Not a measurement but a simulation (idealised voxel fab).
This is a process module. Its name is voxel transistor to metal.
Square cell edge 5 nm, section width 275 nm, ID cut.
Cross-section, as written here: a square-cell grid given band by band from the top down, where a band holds one or more rows of cells. The entry gives the band's vertical extent as a top height and a bottom height in nm, then its horizontal make-up as materials from left to right, each with a width in nm. "empty" stands for empty space; a single material marked "throughout" fills the band edge to edge. It should be noted that heights are counted from 0, beneath which the wafer as supplied is of one material throughout, and that the lowest band possesses no lower boundary but continues downward, as written in "z 0 and below". Note: "30 to 40" means the width goes from the first number (top row of the band) to the second number (bottom row) in equal steps per row of cells. Given "no modifications" for a step, no cell of the cross-section differs between before and after that step. "Internal closed voids": empty spaces of 8 cells or more with no open way to the top, each given as width x height at distance, distance from the left edge, all in nm. Where a step's line continues beyond its settings, the continuation is a remark by the simulator itself on that step. Steps that use a mask can have "overlay nm" on their line. It says how far the mask sat to the right of where it was meant to be. Negative means to the left. Pairs ahead. Before: cross-section ahead of one process step. After: cross-section once the step is done, shown to the lowest changed band only. Under each pair: that step, with settings. Caution: pairs may come from different runs of this module on the same starting wafer; a pair follows the pair above only where its "State before step" entry says so.

### State before step
- z 65 to 55 | Ru throughout
- z 55 to 50 | 35 TiN, 5 Ru, 70 TiN, 5 Ru, 45 TiN, 5 Ru, 70 TiN, 5 Ru, 35 TiN
- z 50 to 35 | 30 SiO2, 5 TiN, 5 Ru, 5 TiN, 60 SiO2, 5 TiN, 5 Ru, 5 TiN, 35 SiO2, 5 TiN, 5 Ru, 5 TiN, 60 SiO2, 5 TiN, 5 Ru, 5 TiN, 30 SiO2
- z 35 to 30 | 30 SiO2, 5 TiN, 5 Ru, 5 TiN, 5 SiO2, 10 SiN, 5 SiO2, 20 SiCN, 5 SiO2, 10 SiN, 5 SiO2, 5 TiN, 5 Ru, 5 TiN, 35 SiO2, 5 TiN, 5 Ru, 5 TiN, 5 SiO2, 10 SiN, 5 SiO2, 20 SiCN, 5 SiO2, 10 SiN, 5 SiO2, 5 TiN, 5 Ru, 5 TiN, 30 SiO2
- z 30 to 0 | 30 SiO2, 5 TiN, 5 Ru, 5 TiN, 5 SiO2, 10 SiN, 5 SiO2, 20 polySi, 5 SiO2, 10 SiN, 5 SiO2, 5 TiN, 5 Ru, 5 TiN, 35 SiO2, 5 TiN, 5 Ru, 5 TiN, 5 SiO2, 10 SiN, 5 SiO2, 20 polySi, 5 SiO2, 10 SiN, 5 SiO2, 5 TiN, 5 Ru, 5 TiN, 30 SiO2
- z 0 to -5 | 15 SiO2, 10 SiN, 5 SiO2, 15 TiN, 60 SiO2, 15 TiN, 5 SiO2, 10 SiN, 5 SiO2, 10 SiN, 5 SiO2, 15 TiN, 60 SiO2, 15 TiN, 5 SiO2, 10 SiN, 15 SiO2
- z -5 to -10 | 15 pSi, 120 SiO2, 5 pSi, 120 SiO2, 15 pSi
- z -10 to -40 | 25 Si, 100 SiO2, 25 Si, 100 SiO2, 25 Si
- z -40 and below | Si throughout
- Internal closed voids: none

### Structure After Step
- z 50 to 35 | 30 SiO2, 5 TiN, 5 Ru, 5 TiN, 60 SiO2, 5 TiN, 5 Ru, 5 TiN, 35 SiO2, 5 TiN, 5 Ru, 5 TiN, 60 SiO2, 5 TiN, 5 Ru, 5 TiN, 30 SiO2
- Whatever lies below 35 is exactly as it was before.
- Internal closed voids: none
Which step turns the before cross-section above into the after cross-section? CMP,height nm 50

State before step: Please consult the pair immediately above; the cross-section it shows after its step is the state before this step.

### Structure After Step
- z 55 to 50 | SiN throughout
- Whatever lies below 50 is exactly as it was before.
- Internal closed voids: none
Which step turns the before cross-section above into the after cross-section? CONFORMAL_DEP,material SiN,thk nm 5

State before step: Please consult the pair immediately above; the cross-section it shows after its step is the state before this step.

### Structure After Step
- z 70 to 55 | SiO2 throughout
- Whatever lies below 55 is exactly as it was before.
- Internal closed voids: none
Which step turns the before cross-section above into the after cross-section? DIRECTIONAL_DEP,material SiO2,thk nm 15

State before step: Please consult the pair immediately above; the cross-section it shows after its step is the state before this step.

### Structure After Step
- z 70 to 55 | 30 SiO2, 15 empty, 60 SiO2, 15 empty, 35 SiO2, 15 empty, 60 SiO2, 15 empty, 30 SiO2
- Whatever lies below 55 is exactly as it was before.
- Internal closed voids: none
Which step turns the before cross-section above into the after cross-section? MASKED_ETCH,tone open,mask id METAL_1,width nm 15,etch materials SiO2,depth nm 15,overlay nm 0

State before step: Please consult the pair immediately above; the cross-section it shows after its step is the state before this step.

### Structure After Step
- z 70 to 55 | 30 SiO2, 15 empty, 60 SiO2, 15 empty, 35 SiO2, 15 empty, 60 SiO2, 15 empty, 30 SiO2
- z 55 to 50 | 30 SiN, 15 empty, 60 SiN, 15 empty, 35 SiN, 15 empty, 60 SiN, 15 empty, 30 SiN
- Whatever lies below 50 is exactly as it was before.
- Internal closed voids: none
Which step turns the before cross-section above into the after cross-section? MASKED_ETCH,tone open,mask id METAL_1,width nm 15,etch materials SiN,depth nm 5,overlay nm 0

State before step: Please consult the pair immediately above; the cross-section it shows after its step is the state before this step.

### Structure After Step
- z 75 to 70 | 35 TiN, 5 empty, 70 TiN, 5 empty, 45 TiN, 5 empty, 70 TiN, 5 empty, 35 TiN
- z 70 to 55 | 30 SiO2, 5 TiN, 5 empty, 5 TiN, 60 SiO2, 5 TiN, 5 empty, 5 TiN, 35 SiO2, 5 TiN, 5 empty, 5 TiN, 60 SiO2, 5 TiN, 5 empty, 5 TiN, 30 SiO2
- z 55 to 50 | 30 SiN, 15 TiN, 60 SiN, 15 TiN, 35 SiN, 15 TiN, 60 SiN, 15 TiN, 30 SiN
- Whatever lies below 50 is exactly as it was before.
- Internal closed voids: none
Which step turns the before cross-section above into the after cross-section? CONFORMAL_DEP,material TiN,thk nm 5

State before step: Please consult the pair immediately above; the cross-section it shows after its step is the state before this step.

### Structure After Step
- z 85 to 75 | Cu throughout
- z 75 to 70 | 35 TiN, 5 Cu, 70 TiN, 5 Cu, 45 TiN, 5 Cu, 70 TiN, 5 Cu, 35 TiN
- z 70 to 55 | 30 SiO2, 5 TiN, 5 Cu, 5 TiN, 60 SiO2, 5 TiN, 5 Cu, 5 TiN, 35 SiO2, 5 TiN, 5 Cu, 5 TiN, 60 SiO2, 5 TiN, 5 Cu, 5 TiN, 30 SiO2
- Whatever lies below 55 is exactly as it was before.
- Internal closed voids: none
Which step turns the before cross-section above into the after cross-section? FILL_DEP,material Cu,thk nm 10

State before step: Please consult the pair immediately above; the cross-section it shows after its step is the state before this step.

### Structure After Step
- z 70 to 55 | 30 SiO2, 5 TiN, 5 Cu, 5 TiN, 60 SiO2, 5 TiN, 5 Cu, 5 TiN, 35 SiO2, 5 TiN, 5 Cu, 5 TiN, 60 SiO2, 5 TiN, 5 Cu, 5 TiN, 30 SiO2
- Whatever lies below 55 is exactly as it was before.
- Internal closed voids: none
Which step turns the before cross-section above into the after cross-section? CMP,height nm 70

State before step: Please consult the pair immediately above; the cross-section it shows after its step is the state before this step.

### Structure After Step
- z 75 to 70 | 25 empty, 25 Ru, 50 empty, 25 Ru, 25 empty, 25 Ru, 50 empty, 25 Ru, 25 empty
- Whatever lies below 70 is exactly as it was before.
- Internal closed voids: none
Which step turns the before cross-section above into the after cross-section? EPI,material Ru,thk nm 5

State before step: Please consult the pair immediately above; the cross-section it shows after its step is the state before this step.

### Structure After Step
- z 80 to 75 | SiCN throughout
- z 75 to 70 | 25 SiCN, 25 Ru, 50 SiCN, 25 Ru, 25 SiCN, 25 Ru, 50 SiCN, 25 Ru, 25 SiCN
- Whatever lies below 70 is exactly as it was before.
- Internal closed voids: none
Which step turns the before cross-section above into the after cross-section? FILL_DEP,material SiCN,thk nm 5

State before step: Please consult the pair immediately above; the cross-section it shows after its step is the state before this step.

### Structure After Step
- z 115 to 80 | lowk throughout
- Whatever lies below 80 is exactly as it was before.
- Internal closed voids: none
Which step turns the before cross-section above into the after cross-section? DIRECTIONAL_DEP,material lowk,thk nm 35

State before step: Please consult the pair immediately above; the cross-section it shows after its step is the state before this step.

### Structure After Step
- z 130 to 115 | aC throughout
- Whatever lies below 115 is exactly as it was before.
- Internal closed voids: none
Which step turns the before cross-section above into the after cross-section? DIRECTIONAL_DEP,material aC,thk nm 15

State before step: Please consult the pair immediately above; the cross-section it shows after its step is the state before this step.

### Structure After Step
- z 165 to 130 | 30 resist, 15 empty, 110 resist, 15 empty, 105 resist
- Whatever lies below 130 is exactly as it was before.
- Internal closed voids: none
Which step turns the before cross-section above into the after cross-section? PATTERN,tone open,mask id METAL_2,material resist,width nm 15,pitch nm 125,thk nm 35,overlay nm 0

State before step: Please consult the pair immediately above; the cross-section it shows after its step is the state before this step.

### Structure After Step
- z 150 to 130 | 30 resist, 15 empty, 110 resist, 15 empty, 105 resist
- z 130 to 115 | 30 aC, 15 empty, 110 aC, 15 empty, 105 aC
- Whatever lies below 115 is exactly as it was before.
- Internal closed voids: none
Which step turns the before cross-section above into the after cross-section? DIRECTIONAL_ETCH,etch materials aC,depth nm 15

State before step: Please consult the pair immediately above; the cross-section it shows after its step is the state before this step.

### Structure After Step
- z 130 to 115 | 30 aC, 15 empty, 110 aC, 15 empty, 105 aC
- Whatever lies below 115 is exactly as it was before.
- Internal closed voids: none
Which step turns the before cross-section above into the after cross-section? STRIP,etch materials resist

State before step: Please consult the pair immediately above; the cross-section it shows after its step is the state before this step.

### Structure After Step
- z 130 to 115 | 30 aC, 15 empty, 110 aC, 15 empty, 105 aC
- z 115 to 95 | 30 lowk, 15 empty, 110 lowk, 15 empty, 105 lowk
- Whatever lies below 95 is exactly as it was before.
- Internal closed voids: none
Which step turns the before cross-section above into the after cross-section? DIRECTIONAL_ETCH,etch materials lowk,depth nm 20

State before step: Please consult the pair immediately above; the cross-section it shows after its step is the state before this step.

### Structure After Step
- z 115 to 95 | 30 lowk, 15 empty, 110 lowk, 15 empty, 105 lowk
- Whatever lies below 95 is exactly as it was before.
- Internal closed voids: none
Which step turns the before cross-section above into the after cross-section? STRIP,etch materials aC

State before step: Please consult the pair immediately above; the cross-section it shows after its step is the state before this step.

### Structure After Step
- z 130 to 115 | 30 resist, 15 empty, 110 resist, 15 empty, 105 resist
- Whatever lies below 115 is exactly as it was before.
- Internal closed voids: none
Which step turns the before cross-section above into the after cross-section? PATTERN,tone open,mask id METAL_2_HOLES,material resist,width nm 15,pitch nm 125,thk nm 15,overlay nm 0

State before step: Please consult the pair immediately above; the cross-section it shows after its step is the state before this step.

### Structure After Step
- z 130 to 115 | 30 resist, 15 empty, 110 resist, 15 empty, 105 resist
- z 115 to 80 | 30 lowk, 15 empty, 110 lowk, 15 empty, 105 lowk
- Whatever lies below 80 is exactly as it was before.
- Internal closed voids: none
Which step turns the before cross-section above into the after cross-section? DIRECTIONAL_ETCH,etch materials lowk,depth nm 15

State before step: Please consult the pair immediately above; the cross-section it shows after its step is the state before this step.

### Structure After Step
- z 130 to 115 | 30 resist, 15 empty, 110 resist, 15 empty, 105 resist
- z 115 to 80 | 30 lowk, 15 empty, 110 lowk, 15 empty, 105 lowk
- z 80 to 75 | 30 SiCN, 15 empty, 110 SiCN, 15 empty, 105 SiCN
- Whatever lies below 75 is exactly as it was before.
- Internal closed voids: none
Which step turns the before cross-section above into the after cross-section? DIRECTIONAL_ETCH,etch materials SiCN,depth nm 5

State before step: Please consult the pair immediately above; the cross-section it shows after its step is the state before this step.

### Structure After Step
- z 115 to 80 | 30 lowk, 15 empty, 110 lowk, 15 empty, 105 lowk
- Whatever lies below 80 is exactly as it was before.
- Internal closed voids: none
Which step turns the before cross-section above into the after cross-section? STRIP,etch materials resist

State before step: Please consult the pair immediately above; the cross-section it shows after its step is the state before this step.

### Structure After Step
- z 120 to 115 | 35 TiN, 5 empty, 120 TiN, 5 empty, 110 TiN
- z 115 to 80 | 30 lowk, 5 TiN, 5 empty, 5 TiN, 110 lowk, 5 TiN, 5 empty, 5 TiN, 105 lowk
- z 80 to 75 | 30 SiCN, 15 TiN, 110 SiCN, 15 TiN, 105 SiCN
- Whatever lies below 75 is exactly as it was before.
- Internal closed voids: none
Which step turns the before cross-section above into the after cross-section? CONFORMAL_DEP,material TiN,thk nm 5

State before step: Please consult the pair immediately above; the cross-section it shows after its step is the state before this step.

### Structure After Step
- z 125 to 120 | Cu throughout
- z 120 to 115 | 35 TiN, 5 Cu, 120 TiN, 5 Cu, 110 TiN
- z 115 to 80 | 30 lowk, 5 TiN, 5 Cu, 5 TiN, 110 lowk, 5 TiN, 5 Cu, 5 TiN, 105 lowk
- Whatever lies below 80 is exactly as it was before.
- Internal closed voids: none
Which step turns the before cross-section above into the after cross-section? FILL_DEP,material Cu,thk nm 5

State before step: Please consult the pair immediately above; the cross-section it shows after its step is the state before this step.

### Structure After Step
- z 115 to 80 | 30 lowk, 5 TiN, 5 Cu, 5 TiN, 110 lowk, 5 TiN, 5 Cu, 5 TiN, 105 lowk
- Whatever lies below 80 is exactly as it was before.
- Internal closed voids: none
Which step turns the before cross-section above into the after cross-section? CMP,height nm 115

State before step: Please consult the pair immediately above; the cross-section it shows after its step is the state before this step.

### Structure After Step
- z 120 to 115 | SiN throughout
- Whatever lies below 115 is exactly as it was before.
- Internal closed voids: none
Which step turns the before cross-section above into the after cross-section? CONFORMAL_DEP,material SiN,thk nm 5
